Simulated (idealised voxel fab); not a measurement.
process module | voxel transistor to metal
Cross-sectional view cut (width: 285 nm; square cell size: 5 nm).
We lay out every cross-section as a grid of square cells and spell it out in bands from the top down, where one band means one or more rows of cells.
Top, bottom (nm), then materials left to right with widths (nm); lone material tagged "everywhere" fills the whole band edge to edge; "blank" = empty space.
Heights are measured from 0, the level below which the as-received wafer is all one material; the lowest band has no bottom and continues downward, written as in "0 down".
Graded width ("30 to 40"): value in top row of band = first number; value in bottom row = second number; row-to-row change constant.
Key: "changes: none" - step with no changed cell in the cross-section.
Cavities, sealed: empty space of 8 cells or more with no open way to the top, each as width x height at its distance from the left edge, in nm
On each step's line, the part that comes after the settings is the simulator's own comment on the step.
A step's line can hold "overlay nm"; with a mask on that step, the setting says how far right of the planned place the mask lay, while a negative setting says it lay to the left.

The process steps that were planned are listed below
- 1: RECEIVE (material Si)
- 2: CONFORMAL_DEP (material SiO2; thk nm 5)
- 3: CONFORMAL_DEP (material SiN; thk nm 10)
- 4: DIRECTIONAL_DEP (material aC; thk nm 10)
- 5: PATTERN (tone cover; mask id ACTIVE; material resist; width nm 90; pitch nm 115; thk nm 25; overlay nm 0)
- 6: DIRECTIONAL_ETCH (etch materials aC; depth nm 10)
- 7: STRIP (etch materials resist)
- 8: DIRECTIONAL_ETCH (etch materials SiN; depth nm 10)
- 9: DIRECTIONAL_ETCH (etch materials SiO2; depth nm 5)
- 10: DIRECTIONAL_ETCH (etch materials Si; depth nm 25)
- 11: STRIP (etch materials aC)
- 12: FILL_DEP (material SiO2; thk nm 10)
- 13: CMP (height nm 15)
- 14: SELECTIVE_ETCH (etch materials SiO2; depth nm 10)
- 15: STRIP (etch materials SiN)
- 16: SELECTIVE_ETCH (etch materials SiO2; depth nm 5)
- 17: OXIDIZE (depth nm 5)
- 18: DIRECTIONAL_DEP (material polySi; thk nm 30)
- 19: DIRECTIONAL_DEP (material SiCN; thk nm 15)
- 20: PATTERN (tone cover; mask id GATE; material resist; width nm 20; pitch nm 115; thk nm 20; overlay nm 0)
- 21: DIRECTIONAL_ETCH (etch materials SiCN; depth nm 25)
- 22: DIRECTIONAL_ETCH (etch materials polySi; depth nm 40)
- 23: STRIP (etch materials resist)
- 24: CONFORMAL_DEP (material SiO2; thk nm 5)
- 25: DIRECTIONAL_ETCH (etch materials SiO2; depth nm 5)
- 26: CONFORMAL_DEP (material SiN; thk nm 5)
- 27: DIRECTIONAL_ETCH (etch materials SiN; depth nm 5)
- 28: DIRECTIONAL_ETCH (etch materials SiO2; depth nm 5)
- 29: DIRECTIONAL_ETCH (etch materials Si; depth nm 10)
- 30: EPI (material SiGe; thk nm 15)
- 31: FILL_DEP (material SiO2; thk nm 5)
- 32: CMP (height nm 45)
- 33: DIRECTIONAL_DEP (material SiO2; thk nm 15)
- 34: PATTERN (tone open; mask id CONTACT; material resist; width nm 15; thk nm 20; overlay nm 0)
- 35: DIRECTIONAL_ETCH (etch materials SiO2; depth nm 60)
- 36: STRIP (etch materials resist)
- 37: CONFORMAL_DEP (material TiN; thk nm 5)
- 38: FILL_DEP (material Ru; thk nm 10)
- 39: CMP (height nm 60)
- 40: CONFORMAL_DEP (material SiCN; thk nm 5)
- 41: DIRECTIONAL_DEP (material lowk; thk nm 15)
- 42: PATTERN (tone open; mask id METAL_1; material resist; width nm 15; thk nm 15; overlay nm 0)
- 43: DIRECTIONAL_ETCH (etch materials lowk; depth nm 15)
- 44: DIRECTIONAL_ETCH (etch materials SiCN; depth nm 5)
- 45: STRIP (etch materials resist)
- 46: CONFORMAL_DEP (material TiN; thk nm 5)
- 47: FILL_DEP (material W; thk nm 5)
- 48: CMP (height nm 80)
- 49: CONFORMAL_DEP (material SiCN; thk nm 5)
- 50: DIRECTIONAL_DEP (material lowk; thk nm 30)
- 51: DIRECTIONAL_DEP (material aC; thk nm 15)
- 52: PATTERN (tone open; mask id METAL_2; material resist; width nm 15; pitch nm 115; thk nm 30; overlay nm 0)
- 53: DIRECTIONAL_ETCH (etch materials aC; depth nm 15)
- 54: STRIP (etch materials resist)
- 55: DIRECTIONAL_ETCH (etch materials lowk; depth nm 20)
- 56: STRIP (etch materials aC)
- 57: PATTERN (tone open; mask id METAL_2_HOLES; material resist; width nm 15; pitch nm 115; thk nm 20; overlay nm 0)
- 58: DIRECTIONAL_ETCH (etch materials lowk; depth nm 10)
- 59: DIRECTIONAL_ETCH (etch materials SiCN; depth nm 5)
- 60: STRIP (etch materials resist)
- 61: CONFORMAL_DEP (material TiN; thk nm 5)
- 62: FILL_DEP (material Cu; thk nm 5)
- 63: CMP (height nm 115)
- 64: CONFORMAL_DEP (material SiN; thk nm 5)

Cross-section: wafer on arrival = after step 1
0 down = Si everywhere
Cavities, sealed: none

Module complete, cross-section. Starting point and plan per above. One mistake made in running the module
120 to 115 = W everywhere
115 to 85 = 45 lowk / 5 TiN / 5 Cu / 5 TiN / 100 lowk / 5 TiN / 5 Cu / 5 TiN / 110 lowk
85 to 80 = 45 SiCN / 15 TiN / 100 SiCN / 15 TiN / 110 SiCN
80 to 65 = 45 lowk / 5 TiN / 5 W / 5 TiN / 50 lowk / 5 TiN / 5 W / 5 TiN / 35 lowk / 5 TiN / 5 W / 5 TiN / 50 lowk / 5 TiN / 5 W / 5 TiN / 45 lowk
65 to 60 = 45 SiCN / 15 TiN / 50 SiCN / 15 TiN / 35 SiCN / 15 TiN / 50 SiCN / 15 TiN / 45 SiCN
60 to 45 = 45 SiO2 / 5 TiN / 5 Ru / 5 TiN / 50 SiO2 / 5 TiN / 5 Ru / 5 TiN / 35 SiO2 / 5 TiN / 5 Ru / 5 TiN / 50 SiO2 / 5 TiN / 5 Ru / 5 TiN / 45 SiO2
45 to 30 = 45 SiO2 / 5 TiN / 5 Ru / 5 TiN / 5 SiO2 / 5 SiN / 5 SiO2 / 20 SiCN / 5 SiO2 / 5 SiN / 5 SiO2 / 5 TiN / 5 Ru / 5 TiN / 35 SiO2 / 5 TiN / 5 Ru / 5 TiN / 5 SiO2 / 5 SiN / 5 SiO2 / 20 SiCN / 5 SiO2 / 5 SiN / 5 SiO2 / 5 TiN / 5 Ru / 5 TiN / 45 SiO2
30 to 15 = 45 SiO2 / 5 TiN / 5 Ru / 5 TiN / 5 SiO2 / 5 SiN / 5 SiO2 / 20 polySi / 5 SiO2 / 5 SiN / 5 SiO2 / 5 TiN / 5 Ru / 5 TiN / 35 SiO2 / 5 TiN / 5 Ru / 5 TiN / 5 SiO2 / 5 SiN / 5 SiO2 / 20 polySi / 5 SiO2 / 5 SiN / 5 SiO2 / 5 TiN / 5 Ru / 5 TiN / 45 SiO2
15 to 10 = 45 SiO2 / 15 TiN / 5 SiO2 / 5 SiN / 5 SiO2 / 20 polySi / 5 SiO2 / 5 SiN / 5 SiO2 / 15 TiN / 35 SiO2 / 15 TiN / 5 SiO2 / 5 SiN / 5 SiO2 / 20 polySi / 5 SiO2 / 5 SiN / 5 SiO2 / 15 TiN / 45 SiO2
10 to 0 = 45 SiO2 / 5 TiN / 15 SiGe / 5 SiN / 5 SiO2 / 20 polySi / 5 SiO2 / 5 SiN / 15 SiGe / 5 TiN / 35 SiO2 / 5 TiN / 15 SiGe / 5 SiN / 5 SiO2 / 20 polySi / 5 SiO2 / 5 SiN / 15 SiGe / 5 TiN / 45 SiO2
0 to -5 = 35 SiO2 / 30 SiGe / 40 SiO2 / 30 SiGe / 15 SiO2 / 30 SiGe / 40 SiO2 / 30 SiGe / 35 SiO2
-5 to -15 = 40 SiO2 / 25 SiGe / 40 Si / 25 SiGe / 25 SiO2 / 25 SiGe / 40 Si / 25 SiGe / 40 SiO2
-15 to -25 = 40 SiO2 / 90 Si / 25 SiO2 / 90 Si / 40 SiO2
-25 down = Si everywhere
Cavities, sealed: none
Nonconformance to the process plan: heads up, step 64 didn't go per plan, it actually ran as CONFORMAL_DEP (material W; thk nm 5)
